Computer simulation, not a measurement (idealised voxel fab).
Presented below is a process module, voxel transistor to metal.
Cross-sectional view cut (width: 195 nm; square cell size: 5 nm).
This document writes a cross-section as a grid whose cells are square, and gives it as bands, listed from the top down; one or more rows of cells form a band.
Heights first: top, then bottom, in nm. Then materials, left to right, each with a width in nm. "all across" on a single material: fills the band edge to edge. "air": empty space.
Below 0: as-received wafer, all one material; heights counted from there. Lowest band: no bottom, goes on down, written "0..down".
You'd read "30 to 40" like this: the band's top row of cells is as wide as the first number, its bottom row is as wide as the second, and going down, every row changes width by the same amount as the row before did.
For the purposes of this document, the phrase "stayed the same" attached to a step denotes that no cell within the cross-section was modified by that step.
"Non-vented voids" lists enclosed empty spaces (at least 8 cells, no open path upward to the top), each as width x height at distance from the left edge, in nm.
Past the settings on a step's line: simulator remark, on that step.
overlay nm: right-of-plan distance of the mask on a masked step; negative values mean left-of-plan.
[Process steps foreseen in the plan]
1. RECEIVE: material Si
2. CONFORMAL_DEP: material SiO2, thk nm 5
3. CONFORMAL_DEP: material SiN, thk nm 15
4. PATTERN: tone cover, mask id ACTIVE, material resist, width nm 115, thk nm 15, overlay nm 0
5. DIRECTIONAL_ETCH: etch materials SiN, depth nm 15
6. DIRECTIONAL_ETCH: etch materials SiO2, depth nm 5
7. DIRECTIONAL_ETCH: etch materials Si, depth nm 35
8. STRIP: etch materials resist
9. OXIDIZE: depth nm 5
10. FILL_DEP: material SiO2, thk nm 5
11. CMP: height nm 20
12. SELECTIVE_ETCH: etch materials SiO2, depth nm 10
13. STRIP: etch materials SiN
14. SELECTIVE_ETCH: etch materials SiO2, depth nm 5
15. OXIDIZE: depth nm 5
16. DIRECTIONAL_DEP: material polySi, thk nm 30
17. DIRECTIONAL_DEP: material SiCN, thk nm 15
18. PATTERN: tone cover, mask id GATE, material resist, width nm 35, thk nm 15, overlay nm 0
19. DIRECTIONAL_ETCH: etch materials SiCN, depth nm 25
20. DIRECTIONAL_ETCH: etch materials polySi, depth nm 40
21. STRIP: etch materials resist
22. CONFORMAL_DEP: material SiN, thk nm 5
23. DIRECTIONAL_ETCH: etch materials SiN, depth nm 5
24. DIRECTIONAL_ETCH: etch materials SiO2, depth nm 5
25. DIRECTIONAL_ETCH: etch materials Si, depth nm 15
26. EPI: material nSi, thk nm 20
27. FILL_DEP: material SiO2, thk nm 5
28. CMP: height nm 30
29. STRIP: etch materials polySi
30. SELECTIVE_ETCH: etch materials SiO2, depth nm 5
31. CONFORMAL_DEP: material HfO2, thk nm 5
32. CONFORMAL_DEP: material TiN, thk nm 5
33. FILL_DEP: material W, thk nm 10
34. CMP: height nm 25
35. DIRECTIONAL_DEP: material SiO2, thk nm 15
36. DIRECTIONAL_DEP: material aC, thk nm 15
37. PATTERN: tone open, mask id CONTACT, material resist, width nm 15, pitch nm 90, thk nm 35, overlay nm 0
38. DIRECTIONAL_ETCH: etch materials aC, depth nm 15
39. STRIP: etch materials resist
40. DIRECTIONAL_ETCH: etch materials SiO2, depth nm 40
41. STRIP: etch materials aC
42. CONFORMAL_DEP: material TiN, thk nm 5
43. FILL_DEP: material W, thk nm 5
44. CMP: height nm 40
45. CONFORMAL_DEP: material SiCN, thk nm 5
46. DIRECTIONAL_DEP: material SiO2, thk nm 20
47. PATTERN: tone open, mask id METAL_1, material resist, width nm 15, pitch nm 90, thk nm 20, overlay nm 0
48. DIRECTIONAL_ETCH: etch materials SiO2, depth nm 20
49. DIRECTIONAL_ETCH: etch materials SiCN, depth nm 5
50. STRIP: etch materials resist
51. CONFORMAL_DEP: material TiN, thk nm 5
52. FILL_DEP: material Cu, thk nm 10
53. CMP: height nm 65
54. EPI: material Ru, thk nm 5
55. FILL_DEP: material SiCN, thk nm 5
56. DIRECTIONAL_DEP: material SiO2, thk nm 25
57. PATTERN: tone open, mask id METAL_2, material resist, width nm 15, pitch nm 90, thk nm 20, overlay nm 0
58. DIRECTIONAL_ETCH: etch materials SiO2, depth nm 15
59. STRIP: etch materials resist
60. MASKED_ETCH: tone open, mask id METAL_2_HOLES, width nm 15, pitch nm 90, etch materials SiO2, depth nm 10, overlay nm 0
61. MASKED_ETCH: tone open, mask id METAL_2_HOLES, width nm 15, pitch nm 90, etch materials SiCN, depth nm 5, overlay nm 0
62. CONFORMAL_DEP: material TiN, thk nm 5
63. FILL_DEP: material Cu, thk nm 10
64. CMP: height nm 100
65. CONFORMAL_DEP: material SiN, thk nm 5
[Incoming wafer, cross-sectional view, post step 1]
0..down | Si all across
Non-vented voids: none
[Cross-section, end of module. Start: as above. Plan: as above. Execution: one mistake]
105..100 | SiN all across
100..75 | SiO2=45, TiN=5, Cu=5, TiN=5, SiO2=75, TiN=5, Cu=5, TiN=5, SiO2=45
75..70 | SiCN=45, TiN=15, SiCN=75, TiN=15, SiCN=45
70..65 | SiCN=40, Ru=25, SiCN=65, Ru=25, SiCN=40
65..45 | SiO2=45, TiN=5, Cu=5, TiN=5, SiO2=75, TiN=5, Cu=5, TiN=5, SiO2=45
45..40 | SiCN=45, TiN=15, SiCN=75, TiN=15, SiCN=45
40..25 | SiO2=45, TiN=5, W=5, TiN=5, SiO2=75, TiN=5, W=5, TiN=5, SiO2=45
25..20 | SiO2=45, TiN=5, W=5, TiN=5, SiO2=15, SiN=5, HfO2=15, TiN=5, HfO2=15, SiN=5, SiO2=15, TiN=5, W=5, TiN=5, SiO2=45
20..15 | SiO2=45, TiN=15, SiO2=15, SiN=5, HfO2=15, TiN=5, HfO2=15, SiN=5, SiO2=15, TiN=15, SiO2=45
15..10 | SiO2=45, TiN=10, nSi=20, SiN=5, HfO2=15, TiN=5, HfO2=15, SiN=5, nSi=20, TiN=10, SiO2=45
10..5 | SiO2=45, TiN=10, nSi=20, SiN=5, HfO2=35, SiN=5, nSi=20, TiN=10, SiO2=45
5..0 | SiO2=35, SiN=5, SiO2=5, TiN=10, nSi=20, SiN=5, HfO2=35, SiN=5, nSi=20, TiN=10, SiO2=5, SiN=5, SiO2=35
0..-5 | SiO2=40, nSi=35, HfO2=45, nSi=35, SiO2=40
-5..-20 | SiO2=45, nSi=30, Si=45, nSi=30, SiO2=45
-20..-40 | SiO2=45, Si=105, SiO2=45
-40..down | Si all across
Non-vented voids: none
Nonconformance to the process plan: the process deviated at step 31: the operation and settings actually run there were CONFORMAL_DEP: material HfO2, thk nm 15
